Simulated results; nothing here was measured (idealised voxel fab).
The process module that follows is named voxel ribs on slabs.
FYI the section here is cut, 165 nm wide, cells are 5 nm squares.
A cross-section is written here as square cells arranged in a grid, and it is given in bands from the top down, each band taking up one or more rows of cells. Band entry format. Leading values: height of top, height of bottom, nm. Remainder: materials in left-to-right order, each with its width in nm. Special words: "all across" on a single material, which then fills the band edge to edge; "empty", empty space. Heights are measured from 0, the level below which the as-received wafer is all one material; the lowest band has no bottom and continues downward, written as in "top 0, no bottom". Graded width ("30->40"): value in top row of band = first number; value in bottom row = second number; row-to-row change constant. "no alterations made" for a step: no cell of the cross-section changed in that step. Enclosed voids (no open way to top), threshold 8 cells or more, entry "Fully enclosed voids", notation width x height at distance, distance from left edge, nm. Heads up: the bit after the settings on a step's line is the simulator's remark on that step. "overlay nm", when on a step's line for a step with a mask, measures how far to the right of its planned place the mask lay; a negative measure means to the left.

This section lists the process steps that were planned
1 RECEIVE (material Si)
2 DIRECTIONAL_DEP (material SiO2; thk nm 20)
3 DIRECTIONAL_DEP (material polySi; thk nm 20)
4 PATTERN (tone cover; mask id RIB; material resist; width nm 15; thk nm 15; overlay nm 0)
5 DIRECTIONAL_ETCH (etch materials polySi; depth nm 15)
6 STRIP (etch materials resist)
7 DIRECTIONAL_DEP (material aC; thk nm 15)
8 PATTERN (tone cover; mask id SLAB; material resist; width nm 55; thk nm 30; overlay nm 0)
9 DIRECTIONAL_ETCH (etch materials aC; depth nm 15)
10 STRIP (etch materials resist)
11 DIRECTIONAL_ETCH (etch materials polySi; depth nm 5)
12 STRIP (etch materials aC)
13 FILL_DEP (material SiO2; thk nm 30)
14 CMP (height nm 60)
15 DIRECTIONAL_DEP (material W; thk nm 5)
16 DIRECTIONAL_DEP (material aC; thk nm 15)
17 PATTERN (tone cover; mask id HEATER; material resist; width nm 25; thk nm 35; overlay nm 0)
18 DIRECTIONAL_ETCH (etch materials aC; depth nm 15)
19 STRIP (etch materials resist)
20 DIRECTIONAL_ETCH (etch materials W; depth nm 5)
21 STRIP (etch materials aC)
22 CONFORMAL_DEP (material SiO2; thk nm 5)

As received (post step 1): cross-section
top 0, no bottom | Si all across
Fully enclosed voids: none

The plan above was carried out on the starting structure above with one mistake, and this cross-section shows the wafer at the end of the module
top 70, bottom 65 | empty 65; SiO2 35; empty 65
top 65, bottom 60 | SiO2 70; W 25; SiO2 70
top 60, bottom 40 | SiO2 all across
top 40, bottom 25 | SiO2 75; polySi 15; SiO2 75
top 25, bottom 20 | SiO2 55; polySi 60; SiO2 50
top 20, bottom 0 | SiO2 all across
top 0, no bottom | Si all across
Fully enclosed voids: none
Misprocessing identified: step 8 did not happen as planned, as run it was PATTERN (tone cover; mask id SLAB; material resist; width nm 60; thk nm 30; overlay nm 0)
